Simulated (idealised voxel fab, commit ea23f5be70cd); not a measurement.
process module | voxel ribs on slabs
cross-section cut | 245 nm wide | cells 5 nm
A cross-section is a grid of square cells, given in bands from the top down. A band is one or more rows of cells.
Each band's line starts with the height of the band's top and of its bottom, in nm. Then come its materials from left to right, each with its width in nm. One material with "throughout" fills the band from edge to edge. "air" is empty space.
Height 0 is the level under which the wafer as received is all one material. The lowest band goes on downwards, as in "0 down".
A width such as "30 to 40" changes by the same amount from each row of cells to the next, from the band's top row to its bottom row.
"no change" after a step means that no cell of the cross-section changed.
closed voids: empty space of 8 cells or more with no open way to the top, each as width x height at its distance from the left edge, in nm
after a step's settings: what the simulator itself notes on the step
overlay nm, on a step with a mask: how far to the right of its planned place the mask lay; to the left if negative
plan
1 op RECEIVE | material Si
2 op DIRECTIONAL_DEP | material SiO2 | thk nm 20
3 op DIRECTIONAL_DEP | material polySi | thk nm 25
4 op MASKED_ETCH | tone cover | mask id RIB | width nm 30 | etch materials polySi | depth nm 5 | overlay nm 0
5 op DIRECTIONAL_DEP | material aC | thk nm 15
6 op PATTERN | tone cover | mask id SLAB | material resist | width nm 70 | thk nm 30 | overlay nm 0
7 op DIRECTIONAL_ETCH | etch materials aC | depth nm 15
8 op STRIP | etch materials resist
9 op DIRECTIONAL_ETCH | etch materials polySi | depth nm 20
10 op STRIP | etch materials aC
11 op FILL_DEP | material SiO2 | thk nm 25
12 op CMP | height nm 65
13 op DIRECTIONAL_DEP | material W | thk nm 10
14 op PATTERN | tone cover | mask id HEATER | material resist | width nm 40 | thk nm 15 | overlay nm 0
15 op DIRECTIONAL_ETCH | etch materials W | depth nm 10
16 op STRIP | etch materials resist
17 op CONFORMAL_DEP | material SiO2 | thk nm 10
first wafer, as planned
as received, after step 1
  0 down: Si throughout
  closed voids: none
after step 2
  20 to 0: SiO2 throughout
  below 0: unchanged
after step 3
  45 to 20: polySi throughout
  below 20: unchanged
after step 4
  45 to 40: air 105 | polySi 30 | air 110
  below 40: unchanged
after step 5
  60 to 55: air 105 | aC 30 | air 110
  55 to 45: aC throughout
  45 to 40: aC 105 | polySi 30 | aC 110
  below 40: unchanged
after step 6
  90 to 60: air 85 | resist 70 | air 90
  60 to 55: air 85 | resist 20 | aC 30 | resist 20 | air 90
  below 55: unchanged
after step 7
  75 to 60: air 85 | resist 70 | air 90
  60 to 55: air 85 | resist 20 | aC 30 | resist 20 | air 90
  55 to 45: air 85 | aC 70 | air 90
  45 to 40: air 85 | aC 20 | polySi 30 | aC 20 | air 90
  below 40: unchanged
after step 8
  60 to 55: air 105 | aC 30 | air 110
  below 55: unchanged
after step 9
  60 to 55: air 105 | aC 30 | air 110
  55 to 45: air 85 | aC 70 | air 90
  45 to 40: air 85 | aC 20 | polySi 30 | aC 20 | air 90
  40 to 20: air 85 | polySi 70 | air 90
  below 20: unchanged
after step 10
  45 to 40: air 105 | polySi 30 | air 110
  below 40: unchanged
after step 11
  70 to 45: SiO2 throughout
  45 to 40: SiO2 105 | polySi 30 | SiO2 110
  40 to 20: SiO2 85 | polySi 70 | SiO2 90
  below 20: unchanged
after step 12
  65 to 45: SiO2 throughout
  below 45: unchanged
after step 13
  75 to 65: W throughout
  below 65: unchanged
after step 14
  90 to 75: air 100 | resist 40 | air 105
  below 75: unchanged
after step 15
  90 to 75: air 100 | resist 40 | air 105
  75 to 65: air 100 | W 40 | air 105
  below 65: unchanged
after step 16
  75 to 65: air 100 | W 40 | air 105
  below 65: unchanged
after step 17
  85 to 75: air 90 | SiO2 60 | air 95
  75 to 65: SiO2 100 | W 40 | SiO2 105
  below 65: unchanged
second wafer: like start, like plan, one mistake. Through step 1 it matches the first wafer
when step 2 should have ended
  40 to 0: SiO2 throughout
  below 0: unchanged
when step 3 should have ended
  65 to 40: polySi throughout
  below 40: unchanged
when step 4 should have ended
  65 to 60: air 105 | polySi 30 | air 110
  below 60: unchanged
when step 5 should have ended
  80 to 75: air 105 | aC 30 | air 110
  75 to 65: aC throughout
  65 to 60: aC 105 | polySi 30 | aC 110
  below 60: unchanged
when step 6 should have ended
  110 to 80: air 85 | resist 70 | air 90
  80 to 75: air 85 | resist 20 | aC 30 | resist 20 | air 90
  below 75: unchanged
when step 7 should have ended
  95 to 80: air 85 | resist 70 | air 90
  80 to 75: air 85 | resist 20 | aC 30 | resist 20 | air 90
  75 to 65: air 85 | aC 70 | air 90
  65 to 60: air 85 | aC 20 | polySi 30 | aC 20 | air 90
  below 60: unchanged
when step 8 should have ended
  80 to 75: air 105 | aC 30 | air 110
  below 75: unchanged
when step 9 should have ended
  80 to 75: air 105 | aC 30 | air 110
  75 to 65: air 85 | aC 70 | air 90
  65 to 60: air 85 | aC 20 | polySi 30 | aC 20 | air 90
  60 to 40: air 85 | polySi 70 | air 90
  below 40: unchanged
when step 10 should have ended
  65 to 60: air 105 | polySi 30 | air 110
  below 60: unchanged
when step 11 should have ended
  90 to 65: SiO2 throughout
  65 to 60: SiO2 105 | polySi 30 | SiO2 110
  60 to 40: SiO2 85 | polySi 70 | SiO2 90
  below 40: unchanged
when step 12 should have ended
  65 to 60: SiO2 105 | polySi 30 | SiO2 110
  below 60: unchanged
when step 13 should have ended
  75 to 65: W throughout
  below 65: unchanged
when step 14 should have ended
  90 to 75: air 100 | resist 40 | air 105
  below 75: unchanged
when step 15 should have ended
  90 to 75: air 100 | resist 40 | air 105
  75 to 65: air 100 | W 40 | air 105
  below 65: unchanged
when step 16 should have ended
  75 to 65: air 100 | W 40 | air 105
  below 65: unchanged
when step 17 should have ended
  85 to 75: air 90 | SiO2 60 | air 95
  75 to 65: SiO2 100 | W 40 | SiO2 105
  below 65: unchanged
what went wrong: step 2 was run twice
at the end the second wafer has, in cells: as many of each material as the first, in other places
